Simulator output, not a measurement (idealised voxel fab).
Process module heading - voxel capacitor over wiring
The cross-section shown here is cut; it is 205 nm wide and divided into square cells measuring 5 nm on a side.
A cross-section is written here as square cells arranged in a grid, and it is given in bands from the top down, each band taking up one or more rows of cells. Within each band entry, the heights of the top and of the bottom of the band appear first, in that order and in nm; the materials of the band then follow from left to right, each with its corresponding width in nm. The designation "throughout" on a single material indicates that it fills the band from edge to edge; the designation "air" indicates empty space. Note: height 0 marks the level under which the wafer is uniformly one material as received. Lowest band unbounded below, written "0 down". Width "30 to 40": first value at the band's top row of cells, second value at its bottom row, equal change from row to row. For the purposes of this document, the phrase "no change occurred" attached to a step denotes that no cell within the cross-section was modified by that step. "Enclosed void inventory": sealed empty spaces, 8 cells or more, no open way to top, listed width x height at distance, with distance from the left edge and width, height and distance in nm. Step line, after settings: the simulator's comment on this step. overlay nm, on a step with a mask: how far to the right of its planned place the mask lay; to the left if negative.

### The following list gives the planned process steps
1 RECEIVE [material Si]
2 CONFORMAL_DEP [material SiO2] [thk nm 10]
3 CONFORMAL_DEP [material SiCN] [thk nm 5]
4 DIRECTIONAL_DEP [material lowk] [thk nm 15]
5 PATTERN [tone open] [mask id METAL_1] [material resist] [width nm 25] [pitch nm 95] [thk nm 15] [overlay nm 0]
6 DIRECTIONAL_ETCH [etch materials lowk] [depth nm 15]
7 DIRECTIONAL_ETCH [etch materials SiCN] [depth nm 5]
8 STRIP [etch materials resist]
9 CONFORMAL_DEP [material TiN] [thk nm 5]
10 FILL_DEP [material Cu] [thk nm 5]
11 CMP [height nm 30]
12 EPI [material Ru] [thk nm 5]
13 FILL_DEP [material SiCN] [thk nm 5]
14 DIRECTIONAL_DEP [material lowk] [thk nm 15]
15 DIRECTIONAL_DEP [material aC] [thk nm 15]
16 PATTERN [tone open] [mask id PLUG_1] [material resist] [width nm 15] [thk nm 35] [overlay nm 0]
17 DIRECTIONAL_ETCH [etch materials aC] [depth nm 15]
18 STRIP [etch materials resist]
19 DIRECTIONAL_ETCH [etch materials lowk] [depth nm 15]
20 DIRECTIONAL_ETCH [etch materials SiCN] [depth nm 5]
21 STRIP [etch materials aC]
22 EPI [material Ru] [thk nm 10]
23 EPI [material Ru] [thk nm 10]
24 DIRECTIONAL_DEP [material TiN] [thk nm 10]
25 DIRECTIONAL_DEP [material Al2O3] [thk nm 5]
26 DIRECTIONAL_DEP [material TiN] [thk nm 5]
27 MASKED_ETCH [tone cover] [mask id UPPER_PLATE] [width nm 75] [etch materials TiN] [depth nm 5] [overlay nm 0]
28 MASKED_ETCH [tone cover] [mask id UPPER_PLATE] [width nm 75] [etch materials Al2O3] [depth nm 5] [overlay nm 0]
29 PATTERN [tone cover] [mask id LOWER_PLATE] [material resist] [width nm 85] [thk nm 20] [overlay nm 0]
30 DIRECTIONAL_ETCH [etch materials TiN] [depth nm 10]
31 STRIP [etch materials resist]
32 FILL_DEP [material SiO2] [thk nm 20]
33 CMP [height nm 90]
34 DIRECTIONAL_DEP [material aC] [thk nm 10]
35 PATTERN [tone open] [mask id PLUG_2] [material resist] [width nm 15] [thk nm 30] [overlay nm 0]
36 DIRECTIONAL_ETCH [etch materials aC] [depth nm 10]
37 STRIP [etch materials resist]
38 DIRECTIONAL_ETCH [etch materials SiO2] [depth nm 15]
39 STRIP [etch materials aC]
40 CONFORMAL_DEP [material TiN] [thk nm 5]
41 FILL_DEP [material Ru] [thk nm 5]
42 CMP [height nm 90]
43 CONFORMAL_DEP [material SiN] [thk nm 5]

### Cross-section, incoming material, after step 1
	0 down  Si throughout
	Enclosed void inventory: none

### What the wafer looks like in cross-section after this module, when it starts as shown above and follows the plan above but one mistake is made in running it
	95 to 90  SiN throughout
	90 to 80  60 nm SiO2, then 5 nm TiN, then 5 nm Ru, then 5 nm TiN, then 130 nm SiO2
	80 to 70  60 to 50 nm SiO2, then 15 to 75 nm TiN, then 130 to 80 nm SiO2
	70 to 65  50 nm SiO2, then 75 nm Al2O3, then 80 nm SiO2
	65 to 55  45 nm SiO2, then 85 nm TiN, then 75 nm SiO2
	55 to 40  50 nm lowk, then 15 nm Ru, then 140 nm lowk
	40 to 35  50 nm SiCN, then 15 nm Ru, then 140 nm SiCN
	35 to 30  35 nm SiCN, then 35 nm Ru, then 60 nm SiCN, then 35 nm Ru, then 40 nm SiCN
	30 to 25  40 nm SiCN, then 25 nm TiN, then 70 nm SiCN, then 25 nm TiN, then 45 nm SiCN
	25 to 10  lowk throughout
	10 to 0  SiO2 throughout
	0 down  Si throughout
	Enclosed void inventory: none
Short version of what went wrong: ran 3 and 4 in swapped order versus the plan
